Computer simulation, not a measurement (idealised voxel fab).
Proc. module: voxel self aligned vias
The figure presents cross-section cut, which has a width of 265 nm and is divided into square cells with an edge length of 5 nm.
The cross-sections in this document take the form of a grid made of square cells. They are written out as bands, in order from top to bottom. Each band consists of one or more rows of cells. Within each band entry, the heights of the top and of the bottom of the band appear first, in that order and in nm; the materials of the band then follow from left to right, each with its corresponding width in nm. The designation "throughout" on a single material indicates that it fills the band from edge to edge; the designation "blank" indicates empty space. Below 0: as-received wafer, all one material; heights counted from there. Lowest band: no bottom, goes on down, written "0 nm and below". Note: "30 to 40" means the width goes from the first number (top row of the band) to the second number (bottom row) in equal steps per row of cells. The designation "remains unaltered", where it is given for a processing step, indicates that no cell of the cross-section was altered in the course of that step. Reported under the label "Closed internal cavities" are the empty spaces having no open way to the top and comprising 8 cells or more; the notation for each is width x height at distance, in which the distance is measured from the left edge and all three values are in nm. Text after the settings on a step's line: the simulator's own remark on that step. overlay nm, on a step with a mask: how far to the right of its planned place the mask lay; to the left if negative. Read the rest as pairs. Take the cross-section before one process step, then the cross-section after it, which shows only down to the lowest band that changed. Under the pair, find the step between them and its settings. Bear in mind that pairs may come from different runs of this module on the same starting wafer: link a pair to the pair above it only where its entry headed "Structure before processing" says to.

### Structure before processing
> 60 nm to 30 nm: SiO2 50 / blank 25 / SiO2 45 / blank 25 / SiO2 45 / blank 25 / SiO2 50
> 30 nm to 15 nm: SiCN throughout
> 15 nm to 0 nm: SiO2 throughout
> 0 nm and below: Si throughout
> Closed internal cavities: none

### Resultant Cross-Section
> 65 nm to 60 nm: TiN 55 / blank 15 / TiN 55 / blank 15 / TiN 55 / blank 15 / TiN 55
> 60 nm to 35 nm: SiO2 50 / TiN 5 / blank 15 / TiN 5 / SiO2 45 / TiN 5 / blank 15 / TiN 5 / SiO2 45 / TiN 5 / blank 15 / TiN 5 / SiO2 50
> 35 nm to 30 nm: SiO2 50 / TiN 25 / SiO2 45 / TiN 25 / SiO2 45 / TiN 25 / SiO2 50
> Below 30, no change.
> Closed internal cavities: none
Connecting step for the cross-sections above: CONFORMAL_DEP, material TiN, thk nm 5

Structure before processing: the pre-step structure is the one depicted after the step in the pair just above.

### Resultant Cross-Section
> 75 nm to 65 nm: W throughout
> 65 nm to 60 nm: TiN 55 / W 15 / TiN 55 / W 15 / TiN 55 / W 15 / TiN 55
> 60 nm to 35 nm: SiO2 50 / TiN 5 / W 15 / TiN 5 / SiO2 45 / TiN 5 / W 15 / TiN 5 / SiO2 45 / TiN 5 / W 15 / TiN 5 / SiO2 50
> Below 35, no change.
> Closed internal cavities: none
Connecting step for the cross-sections above: FILL_DEP, material W, thk nm 10

Structure before processing: the pre-step structure is the one depicted after the step in the pair just above.

### Resultant Cross-Section
> 50 nm to 35 nm: SiO2 50 / TiN 5 / W 15 / TiN 5 / SiO2 45 / TiN 5 / W 15 / TiN 5 / SiO2 45 / TiN 5 / W 15 / TiN 5 / SiO2 50
> Below 35, no change.
> Closed internal cavities: none
Connecting step for the cross-sections above: CMP, height nm 50

Structure before processing: the pre-step structure is the one depicted after the step in the pair just above.

### Resultant Cross-Section
> 50 nm to 40 nm: SiO2 50 / blank 25 / SiO2 45 / blank 25 / SiO2 45 / blank 25 / SiO2 50
> Below 40, no change.
> Closed internal cavities: none
Connecting step for the cross-sections above: SELECTIVE_ETCH, etch materials W Ru TiN, depth nm 10

Structure before processing: the pre-step structure is the one depicted after the step in the pair just above.

### Resultant Cross-Section
> 60 nm to 50 nm: SiN throughout
> 50 nm to 40 nm: SiO2 50 / SiN 25 / SiO2 45 / SiN 25 / SiO2 45 / SiN 25 / SiO2 50
> Below 40, no change.
> Closed internal cavities: none
Connecting step for the cross-sections above: FILL_DEP, material SiN, thk nm 10

Structure before processing: the pre-step structure is the one depicted after the step in the pair just above.

### Resultant Cross-Section
> 50 nm to 40 nm: SiO2 50 / SiN 25 / SiO2 45 / SiN 25 / SiO2 45 / SiN 25 / SiO2 50
> Below 40, no change.
> Closed internal cavities: none
Connecting step for the cross-sections above: CMP, height nm 50

Structure before processing: the pre-step structure is the one depicted after the step in the pair just above.

### Resultant Cross-Section
> 65 nm to 50 nm: SiO2 throughout
> Below 50, no change.
> Closed internal cavities: none
Connecting step for the cross-sections above: DIRECTIONAL_DEP, material SiO2, thk nm 15

Structure before processing: the pre-step structure is the one depicted after the step in the pair just above.

### Resultant Cross-Section
> 75 nm to 65 nm: aC throughout
> Below 65, no change.
> Closed internal cavities: none
Connecting step for the cross-sections above: DIRECTIONAL_DEP, material aC, thk nm 10

Structure before processing: the pre-step structure is the one depicted after the step in the pair just above.

### Resultant Cross-Section
> 100 nm to 75 nm: resist 40 / blank 45 / resist 25 / blank 45 / resist 25 / blank 45 / resist 40
> Below 75, no change.
> Closed internal cavities: none
Connecting step for the cross-sections above: PATTERN, tone open, mask id VIAS, material resist, width nm 45, pitch nm 70, thk nm 25, overlay nm 0

Structure before processing: the pre-step structure is the one depicted after the step in the pair just above.

### Resultant Cross-Section
> 90 nm to 75 nm: resist 40 / blank 45 / resist 25 / blank 45 / resist 25 / blank 45 / resist 40
> 75 nm to 65 nm: aC 40 / blank 45 / aC 25 / blank 45 / aC 25 / blank 45 / aC 40
> Below 65, no change.
> Closed internal cavities: none
Connecting step for the cross-sections above: DIRECTIONAL_ETCH, etch materials aC, depth nm 10

Structure before processing: the pre-step structure is the one depicted after the step in the pair just above.

### Resultant Cross-Section
> 75 nm to 65 nm: aC 40 / blank 45 / aC 25 / blank 45 / aC 25 / blank 45 / aC 40
> Below 65, no change.
> Closed internal cavities: none
Connecting step for the cross-sections above: STRIP, etch materials resist

Structure before processing: the pre-step structure is the one depicted after the step in the pair just above.

### Resultant Cross-Section
> 75 nm to 65 nm: aC 40 / blank 45 / aC 25 / blank 45 / aC 25 / blank 45 / aC 40
> 65 nm to 50 nm: SiO2 40 / blank 45 / SiO2 25 / blank 45 / SiO2 25 / blank 45 / SiO2 40
> Below 50, no change.
> Closed internal cavities: none
Connecting step for the cross-sections above: DIRECTIONAL_ETCH, etch materials SiO2, depth nm 15

Structure before processing: the pre-step structure is the one depicted after the step in the pair just above.

### Resultant Cross-Section
> 75 nm to 65 nm: aC 40 / blank 45 / aC 25 / blank 45 / aC 25 / blank 45 / aC 40
> 65 nm to 50 nm: SiO2 40 / blank 45 / SiO2 25 / blank 45 / SiO2 25 / blank 45 / SiO2 40
> 50 nm to 40 nm: SiO2 50 / blank 25 / SiO2 45 / blank 25 / SiO2 45 / blank 25 / SiO2 50
> Below 40, no change.
> Closed internal cavities: none
Connecting step for the cross-sections above: DIRECTIONAL_ETCH, etch materials SiN, depth nm 10

Structure before processing: the pre-step structure is the one depicted after the step in the pair just above.

### Resultant Cross-Section
> 65 nm to 50 nm: SiO2 40 / blank 45 / SiO2 25 / blank 45 / SiO2 25 / blank 45 / SiO2 40
> Below 50, no change.
> Closed internal cavities: none
Connecting step for the cross-sections above: STRIP, etch materials aC

Structure before processing: the pre-step structure is the one depicted after the step in the pair just above.

### Resultant Cross-Section
> 70 nm to 65 nm: TiN 45 / blank 35 / TiN 35 / blank 35 / TiN 35 / blank 35 / TiN 45
> 65 nm to 55 nm: SiO2 40 / TiN 5 / blank 35 / TiN 5 / SiO2 25 / TiN 5 / blank 35 / TiN 5 / SiO2 25 / TiN 5 / blank 35 / TiN 5 / SiO2 40
> 55 nm to 45 nm: SiO2 40 to 50 / TiN 15 to 5 / blank 15 / TiN 15 to 5 / SiO2 25 to 45 / TiN 15 to 5 / blank 15 / TiN 15 to 5 / SiO2 25 to 45 / TiN 15 to 5 / blank 15 / TiN 15 to 5 / SiO2 40 to 50
> 45 nm to 40 nm: SiO2 50 / TiN 25 / SiO2 45 / TiN 25 / SiO2 45 / TiN 25 / SiO2 50
> Below 40, no change.
> Closed internal cavities: none
Connecting step for the cross-sections above: CONFORMAL_DEP, material TiN, thk nm 5

Structure before processing: the pre-step structure is the one depicted after the step in the pair just above.

### Resultant Cross-Section
> 80 nm to 70 nm: W throughout
> 70 nm to 65 nm: TiN 45 / W 35 / TiN 35 / W 35 / TiN 35 / W 35 / TiN 45
> 65 nm to 55 nm: SiO2 40 / TiN 5 / W 35 / TiN 5 / SiO2 25 / TiN 5 / W 35 / TiN 5 / SiO2 25 / TiN 5 / W 35 / TiN 5 / SiO2 40
> 55 nm to 45 nm: SiO2 40 to 50 / TiN 15 to 5 / W 15 / TiN 15 to 5 / SiO2 25 to 45 / TiN 15 to 5 / W 15 / TiN 15 to 5 / SiO2 25 to 45 / TiN 15 to 5 / W 15 / TiN 15 to 5 / SiO2 40 to 50
> Below 45, no change.
> Closed internal cavities: none
Connecting step for the cross-sections above: FILL_DEP, material W, thk nm 10

Structure before processing: the pre-step structure is the one depicted after the step in the pair just above.

### Resultant Cross-Section
> 65 nm to 55 nm: SiO2 40 / TiN 5 / W 35 / TiN 5 / SiO2 25 / TiN 5 / W 35 / TiN 5 / SiO2 25 / TiN 5 / W 35 / TiN 5 / SiO2 40
> Below 55, no change.
> Closed internal cavities: none
Connecting step for the cross-sections above: CMP, height nm 65

Structure before processing: the pre-step structure is the one depicted after the step in the pair just above.

### Resultant Cross-Section
> 70 nm to 65 nm: SiCN throughout
> Below 65, no change.
> Closed internal cavities: none
Connecting step for the cross-sections above: CONFORMAL_DEP, material SiCN, thk nm 5

### Structure before processing
> 50 nm to 20 nm: SiO2 throughout
> 20 nm to 15 nm: SiCN throughout
> 15 nm to 0 nm: SiO2 throughout
> 0 nm and below: Si throughout
> Closed internal cavities: none

### Resultant Cross-Section
> 50 nm to 20 nm: SiO2 55 / blank 15 / SiO2 55 / blank 15 / SiO2 55 / blank 15 / SiO2 55
> Below 20, no change.
> Closed internal cavities: none
Connecting step for the cross-sections above: MASKED_ETCH, tone open, mask id LINES, width nm 15, pitch nm 70, etch materials SiO2, depth nm 30, overlay nm 0

Structure before processing: the pre-step structure is the one depicted after the step in the pair just above.

### Resultant Cross-Section
> 55 nm to 50 nm: TiN 60 / blank 5 / TiN 65 / blank 5 / TiN 65 / blank 5 / TiN 60
> 50 nm to 25 nm: SiO2 55 / TiN 5 / blank 5 / TiN 5 / SiO2 55 / TiN 5 / blank 5 / TiN 5 / SiO2 55 / TiN 5 / blank 5 / TiN 5 / SiO2 55
> 25 nm to 20 nm: SiO2 55 / TiN 15 / SiO2 55 / TiN 15 / SiO2 55 / TiN 15 / SiO2 55
> Below 20, no change.
> Closed internal cavities: none
Connecting step for the cross-sections above: CONFORMAL_DEP, material TiN, thk nm 5

Structure before processing: the pre-step structure is the one depicted after the step in the pair just above.

### Resultant Cross-Section
> 65 nm to 55 nm: W throughout
> 55 nm to 50 nm: TiN 60 / W 5 / TiN 65 / W 5 / TiN 65 / W 5 / TiN 60
> 50 nm to 25 nm: SiO2 55 / TiN 5 / W 5 / TiN 5 / SiO2 55 / TiN 5 / W 5 / TiN 5 / SiO2 55 / TiN 5 / W 5 / TiN 5 / SiO2 55
> Below 25, no change.
> Closed internal cavities: none
Connecting step for the cross-sections above: FILL_DEP, material W, thk nm 10

Structure before processing: the pre-step structure is the one depicted after the step in the pair just above.

### Resultant Cross-Section
> 50 nm to 25 nm: SiO2 55 / TiN 5 / W 5 / TiN 5 / SiO2 55 / TiN 5 / W 5 / TiN 5 / SiO2 55 / TiN 5 / W 5 / TiN 5 / SiO2 55
> Below 25, no change.
> Closed internal cavities: none
Connecting step for the cross-sections above: CMP, height nm 50

Structure before processing: the pre-step structure is the one depicted after the step in the pair just above.

### Resultant Cross-Section
> 50 nm to 40 nm: SiO2 55 / blank 15 / SiO2 55 / blank 15 / SiO2 55 / blank 15 / SiO2 55
> Below 40, no change.
> Closed internal cavities: none
Connecting step for the cross-sections above: SELECTIVE_ETCH, etch materials W Ru TiN, depth nm 10

Structure before processing: the pre-step structure is the one depicted after the step in the pair just above.

### Resultant Cross-Section
> 60 nm to 50 nm: SiN throughout
> 50 nm to 40 nm: SiO2 55 / SiN 15 / SiO2 55 / SiN 15 / SiO2 55 / SiN 15 / SiO2 55
> Below 40, no change.
> Closed internal cavities: none
Connecting step for the cross-sections above: FILL_DEP, material SiN, thk nm 10

Structure before processing: the pre-step structure is the one depicted after the step in the pair just above.

### Resultant Cross-Section
> 50 nm to 40 nm: SiO2 55 / SiN 15 / SiO2 55 / SiN 15 / SiO2 55 / SiN 15 / SiO2 55
> Below 40, no change.
> Closed internal cavities: none
Connecting step for the cross-sections above: CMP, height nm 50

Structure before processing: the pre-step structure is the one depicted after the step in the pair just above.

### Resultant Cross-Section
> 65 nm to 50 nm: SiO2 throughout
> Below 50, no change.
> Closed internal cavities: none
Connecting step for the cross-sections above: DIRECTIONAL_DEP, material SiO2, thk nm 15

Structure before processing: the pre-step structure is the one depicted after the step in the pair just above.

### Resultant Cross-Section
> 75 nm to 65 nm: aC throughout
> Below 65, no change.
> Closed internal cavities: none
Connecting step for the cross-sections above: DIRECTIONAL_DEP, material aC, thk nm 10

Structure before processing: the pre-step structure is the one depicted after the step in the pair just above.

### Resultant Cross-Section
> 100 nm to 75 nm: resist 40 / blank 45 / resist 25 / blank 45 / resist 25 / blank 45 / resist 40
> Below 75, no change.
> Closed internal cavities: none
Connecting step for the cross-sections above: PATTERN, tone open, mask id VIAS, material resist, width nm 45, pitch nm 70, thk nm 25, overlay nm 0

Structure before processing: the pre-step structure is the one depicted after the step in the pair just above.

### Resultant Cross-Section
> 90 nm to 75 nm: resist 40 / blank 45 / resist 25 / blank 45 / resist 25 / blank 45 / resist 40
> 75 nm to 65 nm: aC 40 / blank 45 / aC 25 / blank 45 / aC 25 / blank 45 / aC 40
> Below 65, no change.
> Closed internal cavities: none
Connecting step for the cross-sections above: DIRECTIONAL_ETCH, etch materials aC, depth nm 10

Structure before processing: the pre-step structure is the one depicted after the step in the pair just above.

### Resultant Cross-Section
> 75 nm to 65 nm: aC 40 / blank 45 / aC 25 / blank 45 / aC 25 / blank 45 / aC 40
> Below 65, no change.
> Closed internal cavities: none
Connecting step for the cross-sections above: STRIP, etch materials resist

Structure before processing: the pre-step structure is the one depicted after the step in the pair just above.

### Resultant Cross-Section
> 75 nm to 65 nm: aC 40 / blank 45 / aC 25 / blank 45 / aC 25 / blank 45 / aC 40
> 65 nm to 50 nm: SiO2 40 / blank 45 / SiO2 25 / blank 45 / SiO2 25 / blank 45 / SiO2 40
> Below 50, no change.
> Closed internal cavities: none
Connecting step for the cross-sections above: DIRECTIONAL_ETCH, etch materials SiO2, depth nm 15

Structure before processing: the pre-step structure is the one depicted after the step in the pair just above.

### Resultant Cross-Section
> 75 nm to 65 nm: aC 40 / blank 45 / aC 25 / blank 45 / aC 25 / blank 45 / aC 40
> 65 nm to 50 nm: SiO2 40 / blank 45 / SiO2 25 / blank 45 / SiO2 25 / blank 45 / SiO2 40
> 50 nm to 40 nm: SiO2 55 / blank 15 / SiO2 55 / blank 15 / SiO2 55 / blank 15 / SiO2 55
> Below 40, no change.
> Closed internal cavities: none
Connecting step for the cross-sections above: DIRECTIONAL_ETCH, etch materials SiN, depth nm 10

Structure before processing: the pre-step structure is the one depicted after the step in the pair just above.

### Resultant Cross-Section
> 65 nm to 50 nm: SiO2 40 / blank 45 / SiO2 25 / blank 45 / SiO2 25 / blank 45 / SiO2 40
> Below 50, no change.
> Closed internal cavities: none
Connecting step for the cross-sections above: STRIP, etch materials aC

Structure before processing: the pre-step structure is the one depicted after the step in the pair just above.

### Resultant Cross-Section
> 70 nm to 65 nm: TiN 45 / blank 35 / TiN 35 / blank 35 / TiN 35 / blank 35 / TiN 45
> 65 nm to 55 nm: SiO2 40 / TiN 5 / blank 35 / TiN 5 / SiO2 25 / TiN 5 / blank 35 / TiN 5 / SiO2 25 / TiN 5 / blank 35 / TiN 5 / SiO2 40
> 55 nm to 45 nm: SiO2 40 to 55 / TiN 20 to 5 / blank 5 / TiN 20 to 5 / SiO2 25 to 55 / TiN 20 to 5 / blank 5 / TiN 20 to 5 / SiO2 25 to 55 / TiN 20 to 5 / blank 5 / TiN 20 to 5 / SiO2 40 to 55
> 45 nm to 40 nm: SiO2 55 / TiN 15 / SiO2 55 / TiN 15 / SiO2 55 / TiN 15 / SiO2 55
> Below 40, no change.
> Closed internal cavities: none
Connecting step for the cross-sections above: CONFORMAL_DEP, material TiN, thk nm 5

Structure before processing: the pre-step structure is the one depicted after the step in the pair just above.

### Resultant Cross-Section
> 80 nm to 70 nm: W throughout
> 70 nm to 65 nm: TiN 45 / W 35 / TiN 35 / W 35 / TiN 35 / W 35 / TiN 45
> 65 nm to 55 nm: SiO2 40 / TiN 5 / W 35 / TiN 5 / SiO2 25 / TiN 5 / W 35 / TiN 5 / SiO2 25 / TiN 5 / W 35 / TiN 5 / SiO2 40
> 55 nm to 45 nm: SiO2 40 to 55 / TiN 20 to 5 / W 5 / TiN 20 to 5 / SiO2 25 to 55 / TiN 20 to 5 / W 5 / TiN 20 to 5 / SiO2 25 to 55 / TiN 20 to 5 / W 5 / TiN 20 to 5 / SiO2 40 to 55
> Below 45, no change.
> Closed internal cavities: none
Connecting step for the cross-sections above: FILL_DEP, material W, thk nm 10

Structure before processing: the pre-step structure is the one depicted after the step in the pair just above.

### Resultant Cross-Section
> 65 nm to 55 nm: SiO2 40 / TiN 5 / W 35 / TiN 5 / SiO2 25 / TiN 5 / W 35 / TiN 5 / SiO2 25 / TiN 5 / W 35 / TiN 5 / SiO2 40
> Below 55, no change.
> Closed internal cavities: none
Connecting step for the cross-sections above: CMP, height nm 65

Structure before processing: the pre-step structure is the one depicted after the step in the pair just above.

### Resultant Cross-Section
> 70 nm to 65 nm: SiCN throughout
> Below 65, no change.
> Closed internal cavities: none
Connecting step for the cross-sections above: CONFORMAL_DEP, material SiCN, thk nm 5

### Structure before processing
> 75 nm to 65 nm: aC throughout
> 65 nm to 50 nm: SiO2 throughout
> 50 nm to 40 nm: SiO2 50 / SiN 25 / SiO2 45 / SiN 25 / SiO2 45 / SiN 25 / SiO2 50
> 40 nm to 25 nm: SiO2 50 / TiN 5 / W 15 / TiN 5 / SiO2 45 / TiN 5 / W 15 / TiN 5 / SiO2 45 / TiN 5 / W 15 / TiN 5 / SiO2 50
> 25 nm to 20 nm: SiO2 50 / TiN 25 / SiO2 45 / TiN 25 / SiO2 45 / TiN 25 / SiO2 50
> 20 nm to 15 nm: SiCN throughout
> 15 nm to 0 nm: SiO2 throughout
> 0 nm and below: Si throughout
> Closed internal cavities: none

### Resultant Cross-Section
> 100 nm to 75 nm: resist 45 / blank 45 / resist 25 / blank 45 / resist 25 / blank 45 / resist 35
> Below 75, no change.
> Closed internal cavities: none
Connecting step for the cross-sections above: PATTERN, tone open, mask id VIAS, material resist, width nm 45, pitch nm 70, thk nm 25, overlay nm 5

Structure before processing: the pre-step structure is the one depicted after the step in the pair just above.

### Resultant Cross-Section
> 90 nm to 75 nm: resist 45 / blank 45 / resist 25 / blank 45 / resist 25 / blank 45 / resist 35
> 75 nm to 65 nm: aC 45 / blank 45 / aC 25 / blank 45 / aC 25 / blank 45 / aC 35
> Below 65, no change.
> Closed internal cavities: none
Connecting step for the cross-sections above: DIRECTIONAL_ETCH, etch materials aC, depth nm 10

Structure before processing: the pre-step structure is the one depicted after the step in the pair just above.

### Resultant Cross-Section
> 75 nm to 65 nm: aC 45 / blank 45 / aC 25 / blank 45 / aC 25 / blank 45 / aC 35
> Below 65, no change.
> Closed internal cavities: none
Connecting step for the cross-sections above: STRIP, etch materials resist

Structure before processing: the pre-step structure is the one depicted after the step in the pair just above.

### Resultant Cross-Section
> 75 nm to 65 nm: aC 45 / blank 45 / aC 25 / blank 45 / aC 25 / blank 45 / aC 35
> 65 nm to 50 nm: SiO2 45 / blank 45 / SiO2 25 / blank 45 / SiO2 25 / blank 45 / SiO2 35
> Below 50, no change.
> Closed internal cavities: none
Connecting step for the cross-sections above: DIRECTIONAL_ETCH, etch materials SiO2, depth nm 15

Structure before processing: the pre-step structure is the one depicted after the step in the pair just above.

### Resultant Cross-Section
> 75 nm to 65 nm: aC 45 / blank 45 / aC 25 / blank 45 / aC 25 / blank 45 / aC 35
> 65 nm to 50 nm: SiO2 45 / blank 45 / SiO2 25 / blank 45 / SiO2 25 / blank 45 / SiO2 35
> 50 nm to 40 nm: SiO2 50 / blank 25 / SiO2 45 / blank 25 / SiO2 45 / blank 25 / SiO2 50
> Below 40, no change.
> Closed internal cavities: none
Connecting step for the cross-sections above: DIRECTIONAL_ETCH, etch materials SiN, depth nm 10

Structure before processing: the pre-step structure is the one depicted after the step in the pair just above.

### Resultant Cross-Section
> 65 nm to 50 nm: SiO2 45 / blank 45 / SiO2 25 / blank 45 / SiO2 25 / blank 45 / SiO2 35
> Below 50, no change.
> Closed internal cavities: none
Connecting step for the cross-sections above: STRIP, etch materials aC

Structure before processing: the pre-step structure is the one depicted after the step in the pair just above.

### Resultant Cross-Section
> 70 nm to 65 nm: TiN 50 / blank 35 / TiN 35 / blank 35 / TiN 35 / blank 35 / TiN 40
> 65 nm to 55 nm: SiO2 45 / TiN 5 / blank 35 / TiN 5 / SiO2 25 / TiN 5 / blank 35 / TiN 5 / SiO2 25 / TiN 5 / blank 35 / TiN 5 / SiO2 35
> 55 nm to 45 nm: SiO2 45 to 50 / TiN 10 to 5 / blank 15 / TiN 20 to 5 / SiO2 25 to 45 / TiN 10 to 5 / blank 15 / TiN 20 to 5 / SiO2 25 to 45 / TiN 10 to 5 / blank 15 / TiN 20 to 5 / SiO2 35 to 50
> 45 nm to 40 nm: SiO2 50 / TiN 25 / SiO2 45 / TiN 25 / SiO2 45 / TiN 25 / SiO2 50
> Below 40, no change.
> Closed internal cavities: none
Connecting step for the cross-sections above: CONFORMAL_DEP, material TiN, thk nm 5

Structure before processing: the pre-step structure is the one depicted after the step in the pair just above.

### Resultant Cross-Section
> 80 nm to 70 nm: W throughout
> 70 nm to 65 nm: TiN 50 / W 35 / TiN 35 / W 35 / TiN 35 / W 35 / TiN 40
> 65 nm to 55 nm: SiO2 45 / TiN 5 / W 35 / TiN 5 / SiO2 25 / TiN 5 / W 35 / TiN 5 / SiO2 25 / TiN 5 / W 35 / TiN 5 / SiO2 35
> 55 nm to 45 nm: SiO2 45 to 50 / TiN 10 to 5 / W 15 / TiN 20 to 5 / SiO2 25 to 45 / TiN 10 to 5 / W 15 / TiN 20 to 5 / SiO2 25 to 45 / TiN 10 to 5 / W 15 / TiN 20 to 5 / SiO2 35 to 50
> Below 45, no change.
> Closed internal cavities: none
Connecting step for the cross-sections above: FILL_DEP, material W, thk nm 10

Structure before processing: the pre-step structure is the one depicted after the step in the pair just above.

### Resultant Cross-Section
> 65 nm to 55 nm: SiO2 45 / TiN 5 / W 35 / TiN 5 / SiO2 25 / TiN 5 / W 35 / TiN 5 / SiO2 25 / TiN 5 / W 35 / TiN 5 / SiO2 35
> Below 55, no change.
> Closed internal cavities: none
Connecting step for the cross-sections above: CMP, height nm 65

Structure before processing: the pre-step structure is the one depicted after the step in the pair just above.

### Resultant Cross-Section
> 70 nm to 65 nm: SiCN throughout
> Below 65, no change.
> Closed internal cavities: none
Connecting step for the cross-sections above: CONFORMAL_DEP, material SiCN, thk nm 5

### Structure before processing
> 20 nm to 15 nm: SiCN throughout
> 15 nm to 0 nm: SiO2 throughout
> 0 nm and below: Si throughout
> Closed internal cavities: none

### Resultant Cross-Section
> 50 nm to 20 nm: W throughout
> Below 20, no change.
> Closed internal cavities: none
Connecting step for the cross-sections above: DIRECTIONAL_DEP, material W, thk nm 30

Structure before processing: the pre-step structure is the one depicted after the step in the pair just above.

### Resultant Cross-Section
> 55 nm to 50 nm: TiN throughout
> Below 50, no change.
> Closed internal cavities: none
Connecting step for the cross-sections above: CONFORMAL_DEP, material TiN, thk nm 5

Structure before processing: the pre-step structure is the one depicted after the step in the pair just above.

### Resultant Cross-Section
> 65 nm to 55 nm: W throughout
> Below 55, no change.
> Closed internal cavities: none
Connecting step for the cross-sections above: FILL_DEP, material W, thk nm 10

Structure before processing: the pre-step structure is the one depicted after the step in the pair just above.

### Resultant Cross-Section
> 50 nm to 20 nm: W throughout
> Below 20, no change.
> Closed internal cavities: none
Connecting step for the cross-sections above: CMP, height nm 50

Structure before processing: the pre-step structure is the one depicted after the step in the pair just above.

### Resultant Cross-Section
> 40 nm to 20 nm: W throughout
> Below 20, no change.
> Closed internal cavities: none
Connecting step for the cross-sections above: SELECTIVE_ETCH, etch materials W Ru TiN, depth nm 10

Structure before processing: the pre-step structure is the one depicted after the step in the pair just above.

### Resultant Cross-Section
> 50 nm to 40 nm: SiN throughout
> Below 40, no change.
> Closed internal cavities: none
Connecting step for the cross-sections above: FILL_DEP, material SiN, thk nm 10

Structure before processing: the pre-step structure is the one depicted after the step in the pair just above.

### Resultant Cross-Section
> 65 nm to 50 nm: SiO2 throughout
> Below 50, no change.
> Closed internal cavities: none
Connecting step for the cross-sections above: DIRECTIONAL_DEP, material SiO2, thk nm 15

Structure before processing: the pre-step structure is the one depicted after the step in the pair just above.

### Resultant Cross-Section
> 75 nm to 65 nm: aC throughout
> Below 65, no change.
> Closed internal cavities: none
Connecting step for the cross-sections above: DIRECTIONAL_DEP, material aC, thk nm 10

Structure before processing: the pre-step structure is the one depicted after the step in the pair just above.

### Resultant Cross-Section
> 100 nm to 75 nm: resist 40 / blank 45 / resist 25 / blank 45 / resist 25 / blank 45 / resist 40
> Below 75, no change.
> Closed internal cavities: none
Connecting step for the cross-sections above: PATTERN, tone open, mask id VIAS, material resist, width nm 45, pitch nm 70, thk nm 25, overlay nm 0

Structure before processing: the pre-step structure is the one depicted after the step in the pair just above.

### Resultant Cross-Section
> 90 nm to 75 nm: resist 40 / blank 45 / resist 25 / blank 45 / resist 25 / blank 45 / resist 40
> 75 nm to 65 nm: aC 40 / blank 45 / aC 25 / blank 45 / aC 25 / blank 45 / aC 40
> Below 65, no change.
> Closed internal cavities: none
Connecting step for the cross-sections above: DIRECTIONAL_ETCH, etch materials aC, depth nm 10

Structure before processing: the pre-step structure is the one depicted after the step in the pair just above.

### Resultant Cross-Section
> 75 nm to 65 nm: aC 40 / blank 45 / aC 25 / blank 45 / aC 25 / blank 45 / aC 40
> Below 65, no change.
> Closed internal cavities: none
Connecting step for the cross-sections above: STRIP, etch materials resist

Structure before processing: the pre-step structure is the one depicted after the step in the pair just above.

### Resultant Cross-Section
> 75 nm to 65 nm: aC 40 / blank 45 / aC 25 / blank 45 / aC 25 / blank 45 / aC 40
> 65 nm to 50 nm: SiO2 40 / blank 45 / SiO2 25 / blank 45 / SiO2 25 / blank 45 / SiO2 40
> Below 50, no change.
> Closed internal cavities: none
Connecting step for the cross-sections above: DIRECTIONAL_ETCH, etch materials SiO2, depth nm 15

Structure before processing: the pre-step structure is the one depicted after the step in the pair just above.

### Resultant Cross-Section
> 75 nm to 65 nm: aC 40 / blank 45 / aC 25 / blank 45 / aC 25 / blank 45 / aC 40
> 65 nm to 50 nm: SiO2 40 / blank 45 / SiO2 25 / blank 45 / SiO2 25 / blank 45 / SiO2 40
> 50 nm to 40 nm: SiN 40 / blank 45 / SiN 25 / blank 45 / SiN 25 / blank 45 / SiN 40
> Below 40, no change.
> Closed internal cavities: none
Connecting step for the cross-sections above: DIRECTIONAL_ETCH, etch materials SiN, depth nm 10

Structure before processing: the pre-step structure is the one depicted after the step in the pair just above.

### Resultant Cross-Section
> 65 nm to 50 nm: SiO2 40 / blank 45 / SiO2 25 / blank 45 / SiO2 25 / blank 45 / SiO2 40
> Below 50, no change.
> Closed internal cavities: none
Connecting step for the cross-sections above: STRIP, etch materials aC

Structure before processing: the pre-step structure is the one depicted after the step in the pair just above.

### Resultant Cross-Section
> 70 nm to 65 nm: TiN 45 / blank 35 / TiN 35 / blank 35 / TiN 35 / blank 35 / TiN 45
> 65 nm to 50 nm: SiO2 40 / TiN 5 / blank 35 / TiN 5 / SiO2 25 / TiN 5 / blank 35 / TiN 5 / SiO2 25 / TiN 5 / blank 35 / TiN 5 / SiO2 40
> 50 nm to 45 nm: SiN 40 / TiN 5 / blank 35 / TiN 5 / SiN 25 / TiN 5 / blank 35 / TiN 5 / SiN 25 / TiN 5 / blank 35 / TiN 5 / SiN 40
> 45 nm to 40 nm: SiN 40 / TiN 45 / SiN 25 / TiN 45 / SiN 25 / TiN 45 / SiN 40
> Below 40, no change.
> Closed internal cavities: none
Connecting step for the cross-sections above: CONFORMAL_DEP, material TiN, thk nm 5

Structure before processing: the pre-step structure is the one depicted after the step in the pair just above.

### Resultant Cross-Section
> 80 nm to 70 nm: W throughout
> 70 nm to 65 nm: TiN 45 / W 35 / TiN 35 / W 35 / TiN 35 / W 35 / TiN 45
> 65 nm to 50 nm: SiO2 40 / TiN 5 / W 35 / TiN 5 / SiO2 25 / TiN 5 / W 35 / TiN 5 / SiO2 25 / TiN 5 / W 35 / TiN 5 / SiO2 40
> 50 nm to 45 nm: SiN 40 / TiN 5 / W 35 / TiN 5 / SiN 25 / TiN 5 / W 35 / TiN 5 / SiN 25 / TiN 5 / W 35 / TiN 5 / SiN 40
> Below 45, no change.
> Closed internal cavities: none
Connecting step for the cross-sections above: FILL_DEP, material W, thk nm 10

Structure before processing: the pre-step structure is the one depicted after the step in the pair just above.

### Resultant Cross-Section
> 65 nm to 50 nm: SiO2 40 / TiN 5 / W 35 / TiN 5 / SiO2 25 / TiN 5 / W 35 / TiN 5 / SiO2 25 / TiN 5 / W 35 / TiN 5 / SiO2 40
> Below 50, no change.
> Closed internal cavities: none
Connecting step for the cross-sections above: CMP, height nm 65

Structure before processing: the pre-step structure is the one depicted after the step in the pair just above.

### Resultant Cross-Section
> 70 nm to 65 nm: SiCN throughout
> Below 65, no change.
> Closed internal cavities: none
Connecting step for the cross-sections above: CONFORMAL_DEP, material SiCN, thk nm 5
